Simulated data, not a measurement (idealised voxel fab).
This section sets out a process module, namely voxel ribs on slabs.
Cross-section cut: width 190 nm, square cells of 5 nm.
Bands, listed from the top down, are how a cross-section gets written in this document; the cross-section itself is a grid of square cells, and a band is one or more rows of them. Band: top height; bottom height; in nm. Then, left to right: material with width in nm, for each material. "edge to edge": a single material spanning edge to edge. "air": empty space. Where do heights start? At 0: under that level the wafer as delivered is made of one material only. And the lowest band has no floor; it just carries on downward, as in "0 and below". Per-row width for "30->40": begins at first number (top row of band), ends at second number (bottom row), increment between rows held constant. Step marked "left unchanged"? Then no cell in the cross-section changed in it. The label "Trapped cavities" introduces a list of the empty spaces, 8 cells or larger, that have no open way up to the top; each entry in it reads width x height at distance, where the distance is taken from the left edge and all three are stated in nm. On each step's line, the part that comes after the settings is the simulator's own comment on the step. The "overlay nm" setting may appear on a step's line; for a step that uses a mask, it gives how far to the right of its planned position the mask lay, and a negative value indicates the left.

PLANNED STEP LIST FOR THE PROCESS
| 1 | RECEIVE, material Si |
| 2 | DIRECTIONAL_DEP, material SiO2, thk nm 20 |
| 3 | DIRECTIONAL_DEP, material SiN, thk nm 20 |
| 4 | DIRECTIONAL_DEP, material aC, thk nm 10 |
| 5 | PATTERN, tone cover, mask id RIB, material resist, width nm 15, thk nm 25, overlay nm 0 |
| 6 | DIRECTIONAL_ETCH, etch materials aC, depth nm 10 |
| 7 | STRIP, etch materials resist |
| 8 | DIRECTIONAL_ETCH, etch materials SiN, depth nm 15 |
| 9 | STRIP, etch materials aC |
| 10 | PATTERN, tone cover, mask id SLAB, material resist, width nm 65, thk nm 20, overlay nm 0 |
| 11 | DIRECTIONAL_ETCH, etch materials SiN, depth nm 5 |
| 12 | STRIP, etch materials resist |
| 13 | FILL_DEP, material SiO2, thk nm 20 |
| 14 | CMP, height nm 50 |
| 15 | DIRECTIONAL_DEP, material W, thk nm 10 |
| 16 | PATTERN, tone cover, mask id HEATER, material resist, width nm 25, thk nm 15, overlay nm 0 |
| 17 | DIRECTIONAL_ETCH, etch materials W, depth nm 10 |
| 18 | STRIP, etch materials resist |
| 19 | CONFORMAL_DEP, material SiN, thk nm 5 |

CROSS-SECTION OF THE WAFER UPON ARRIVAL, REPRESENTING THE STATE REACHED AFTER STEP 1
  0 and below  Si edge to edge
  Trapped cavities: none

STARTING STRUCTURE AND PROCESS PLAN ARE AS SHOWN ABOVE, BUT ONE MISTAKE WAS MADE IN RUNNING THE MODULE; THE WAFER CROSS-SECTION AT THE END OF THE MODULE FOLLOWS
  60 down to 55  air 75, then SiN 35, then air 80
  55 down to 50  air 75, then SiN 5, then W 25, then SiN 5, then air 80
  50 down to 45  SiN 80, then W 25, then SiN 85
  45 down to 40  SiO2 edge to edge
  40 down to 25  SiO2 85, then SiN 15, then SiO2 90
  25 down to 20  SiO2 60, then SiN 65, then SiO2 65
  20 down to 0  SiO2 edge to edge
  0 and below  Si edge to edge
  Trapped cavities: none
Where did the run depart from the plan? step 14 did not happen as planned, as run it was CMP, height nm 45
